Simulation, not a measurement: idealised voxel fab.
Process module under the name voxel double patterning
We display cut, a cross-section 290 nm in width whose square cells are each 5 nm.
This document writes a cross-section as a grid whose cells are square, and gives it as bands, listed from the top down; one or more rows of cells form a band.
Within each band entry, the heights of the top and of the bottom of the band appear first, in that order and in nm; the materials of the band then follow from left to right, each with its corresponding width in nm. The designation "throughout" on a single material indicates that it fills the band from edge to edge; the designation "air" indicates empty space.
Below 0: as-received wafer, all one material; heights counted from there. Lowest band: no bottom, goes on down, written "0 down".
The two numbers in a width such as "30..40" mark its ends across the band: the first belongs to the top row of cells, the second to the bottom row, and from each row to the next the width moves by the same amount.
For the purposes of this document, the phrase "no modification" attached to a step denotes that no cell within the cross-section was modified by that step.
Entry "Closed void entries". Content: empty spaces with no open connection to the top, size 8 cells or greater. Each: width x height at distance. Distance: from left edge. Unit: nm.
Read whatever lies past the settings on a step's line as the simulator's own remark about the step.
The setting "overlay nm" may be written on the line of a step. When the step uses a mask, the value reports how far to the right of the planned place the mask lay, and a negative value reports that it lay to the left.
### The process steps that were planned are listed below
step 1: RECEIVE | material Si
step 2: CONFORMAL_DEP | material SiO2 | thk nm 10
step 3: DIRECTIONAL_DEP | material TiN | thk nm 10
step 4: DIRECTIONAL_DEP | material SiN | thk nm 10
step 5: DIRECTIONAL_DEP | material aC | thk nm 15
step 6: PATTERN | tone open | mask id FIRST | material resist | width nm 15 | pitch nm 50 | thk nm 30 | overlay nm 0
step 7: DIRECTIONAL_ETCH | etch materials aC | depth nm 15
step 8: STRIP | etch materials resist
step 9: DIRECTIONAL_ETCH | etch materials SiN | depth nm 10
step 10: STRIP | etch materials aC
step 11: PATTERN | tone open | mask id SECOND | material resist | width nm 15 | thk nm 20 | overlay nm 0
step 12: DIRECTIONAL_ETCH | etch materials SiN | depth nm 10
step 13: STRIP | etch materials resist
step 14: DIRECTIONAL_ETCH | etch materials TiN | depth nm 10
step 15: STRIP | etch materials SiN
Quick note for whoever runs this: the wafers start identical, but the width nm at step 6 isn't the same across them. The plan just shows what the first wafer had.
### First of several wafers (as received, post step 1), cross-sectional view
> 0 down  Si throughout
> Closed void entries: none
### Every row in this table is a wafer at the end of the module, and it gives, for each of the materials, the cells that wafer has gained (+) or lost (-) since it was received, then its closed voids
width nm 15, +116 SiO2, +98 TiN, Closed void entries: none
width nm 20, +116 SiO2, +94 TiN, Closed void entries: none
width nm 25, +116 SiO2, +90 TiN, Closed void entries: none
width nm 30, +116 SiO2, +86 TiN, Closed void entries: none
